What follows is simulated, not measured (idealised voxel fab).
Documented hereafter: the process module known as voxel gate over fins.
Section shown: cut. Width: 235 nm. Cell size: 5 nm, square.
The cross-sections in this document take the form of a grid made of square cells. They are written out as bands, in order from top to bottom. Each band consists of one or more rows of cells.
Within each band entry, the heights of the top and of the bottom of the band appear first, in that order and in nm; the materials of the band then follow from left to right, each with its corresponding width in nm. The designation "everywhere" on a single material indicates that it fills the band from edge to edge; the designation "blank" indicates empty space.
Below 0: as-received wafer, all one material; heights counted from there. Lowest band: no bottom, goes on down, written "0 and below".
So if you see something like "30..40" for the width, read it as the top row of the band sitting at the first number and the bottom row at the second, with every row in between moving by the same amount as the last.
You'll sometimes find "remained unchanged" written for a step, and that's the way of saying that nowhere in the cross-section did a cell change during that step.
Closed-off voids of 8+ cells (no open route to the top) go in "Closed void list", written width x height at distance from the left edge, in nm.
On each step's line, the part that comes after the settings is the simulator's own comment on the step.
overlay nm: how far to the right of its planned place the mask lay on this masked step (negative: to the left).
[Planned step list for the process]
step 1: RECEIVE | material Si
step 2: CONFORMAL_DEP | material SiN | thk nm 10
step 3: DIRECTIONAL_DEP | material aC | thk nm 15
step 4: PATTERN | tone cover | mask id FINS | material resist | width nm 15 | pitch nm 45 | thk nm 35 | overlay nm 0
step 5: DIRECTIONAL_ETCH | etch materials aC | depth nm 15
step 6: STRIP | etch materials resist
step 7: DIRECTIONAL_ETCH | etch materials SiN | depth nm 10
step 8: DIRECTIONAL_ETCH | etch materials Si | depth nm 40
step 9: STRIP | etch materials aC
step 10: OXIDIZE | depth nm 5
step 11: FILL_DEP | material SiO2 | thk nm 5
step 12: CMP | height nm 10
step 13: SELECTIVE_ETCH | etch materials SiO2 | depth nm 20
step 14: STRIP | etch materials SiN
step 15: CONFORMAL_DEP | material HfO2 | thk nm 5
step 16: CONFORMAL_DEP | material TiN | thk nm 5
step 17: FILL_DEP | material W | thk nm 10
step 18: CMP | height nm 15
step 19: CONFORMAL_DEP | material SiN | thk nm 10
[Step 1 complete: cross-section of the wafer as received]
> 0 and below: Si everywhere
> Closed void list: none
[The first of two wafers, cross-sectioned at the end of the module, with the run proceeding as planned]
> 25 down to 15: SiN everywhere
> 15 down to 10: W everywhere
> 10 down to 5: W=80; TiN=25; W=20; TiN=25; W=85
> 5 down to 0: W=80; TiN=5; HfO2=15; TiN=5; W=20; TiN=5; HfO2=15; TiN=5; W=85
> 0 down to -5: TiN=85; HfO2=5; Si=5; HfO2=5; TiN=30; HfO2=5; Si=5; HfO2=5; TiN=90
> -5 down to -10: HfO2=90; Si=5; HfO2=40; Si=5; HfO2=95
> -10 down to -45: SiO2=90; Si=5; SiO2=40; Si=5; SiO2=95
> -45 and below: Si everywhere
> Closed void list: none
[Here is the second of the two wafers cut open at the end of the module - same start, same plan as the first one, but we made one mistake running it]
> 25 down to 15: SiN everywhere
> 15 down to 10: HfO2=90; TiN=5; HfO2=40; TiN=5; HfO2=95
> 10 down to 5: TiN=85; HfO2=5; TiN=5; HfO2=5; TiN=30; HfO2=5; TiN=5; HfO2=5; TiN=90
> 5 down to 0: TiN=85; HfO2=15; TiN=30; HfO2=15; TiN=90
> 0 down to -40: TiN=85; SiO2=5; Si=5; SiO2=5; TiN=30; SiO2=5; Si=5; SiO2=5; TiN=90
> -40 down to -45: SiO2=90; Si=5; SiO2=40; Si=5; SiO2=95
> -45 and below: Si everywhere
> Closed void list: none
Plan not followed: not per plan at step 11, really ran FILL_DEP | material TiN | thk nm 5
Final tally in cells, some materials are higher or lower on the second wafer than on the first: 238 fewer of SiO2, 359 more of TiN, 121 fewer of W
